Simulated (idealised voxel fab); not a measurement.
Process module heading - voxel quadruple lines
Cross-sectional view cut (width: 280 nm; square cell size: 5 nm).
For the purposes of this document, a cross-section shall be understood as a grid of square cells, specified as bands listed in top-to-bottom order, each band consisting of one or more rows of cells. For a band, the entry starts with two heights in nm, that of the top and then that of the bottom, and carries on with the band's materials in order from left to right, each alongside its width in nm; the word "throughout" beside a single material means it fills the band edge to edge, and "air" means empty space. Where do heights start? At 0: under that level the wafer as delivered is made of one material only. And the lowest band has no floor; it just carries on downward, as in "0 nm and below". Think of "30 to 40" as a width that walks from the first number to the second as you go down the band, top row to bottom row, taking equal-sized steps from row to row. Where a step carries "nothing got changed", the cross-section came out of it unchanged, cell for cell. "Closed cavities" means: voids of 8 cells or more that are shut off from the top with no open way through. Written width x height at distance, distance from the left edge, in nm. Note: text after step settings on the step line = simulator remark on that step. A step's line can hold "overlay nm"; with a mask on that step, the setting says how far right of the planned place the mask lay, while a negative setting says it lay to the left.
-- So here's the lineup of process steps we planned
1) RECEIVE (material Si)
2) CONFORMAL_DEP (material SiO2; thk nm 10)
3) DIRECTIONAL_DEP (material W; thk nm 15)
4) DIRECTIONAL_DEP (material polySi; thk nm 20)
5) DIRECTIONAL_DEP (material aC; thk nm 20)
6) PATTERN (tone cover; mask id MANDREL; material resist; width nm 30; thk nm 25; overlay nm 0)
7) DIRECTIONAL_ETCH (etch materials aC; depth nm 20)
8) STRIP (etch materials resist)
9) CONFORMAL_DEP (material SiO2; thk nm 10)
10) DIRECTIONAL_ETCH (etch materials SiO2; depth nm 10)
11) STRIP (etch materials aC)
12) DIRECTIONAL_ETCH (etch materials polySi; depth nm 20)
13) STRIP (etch materials SiO2)
14) CONFORMAL_DEP (material SiN; thk nm 10)
15) DIRECTIONAL_ETCH (etch materials SiN; depth nm 10)
16) STRIP (etch materials polySi)
17) DIRECTIONAL_ETCH (etch materials W; depth nm 15)
18) STRIP (etch materials SiN)
-- as received, after step 1
  0 nm and below: Si throughout
  Closed cavities: none
-- The plan above was carried out on the starting structure above with one mistake, and this cross-section shows the wafer at the end of the module
  50 nm to 45 nm: W throughout
  45 nm to 25 nm: polySi throughout
  25 nm to 10 nm: W throughout
  10 nm to 0 nm: SiO2 throughout
  0 nm and below: Si throughout
  Closed cavities: none
Heads up, the wafer didn't run the way we planned it: step 5 did not happen as planned, as run it was DIRECTIONAL_DEP (material W; thk nm 20)
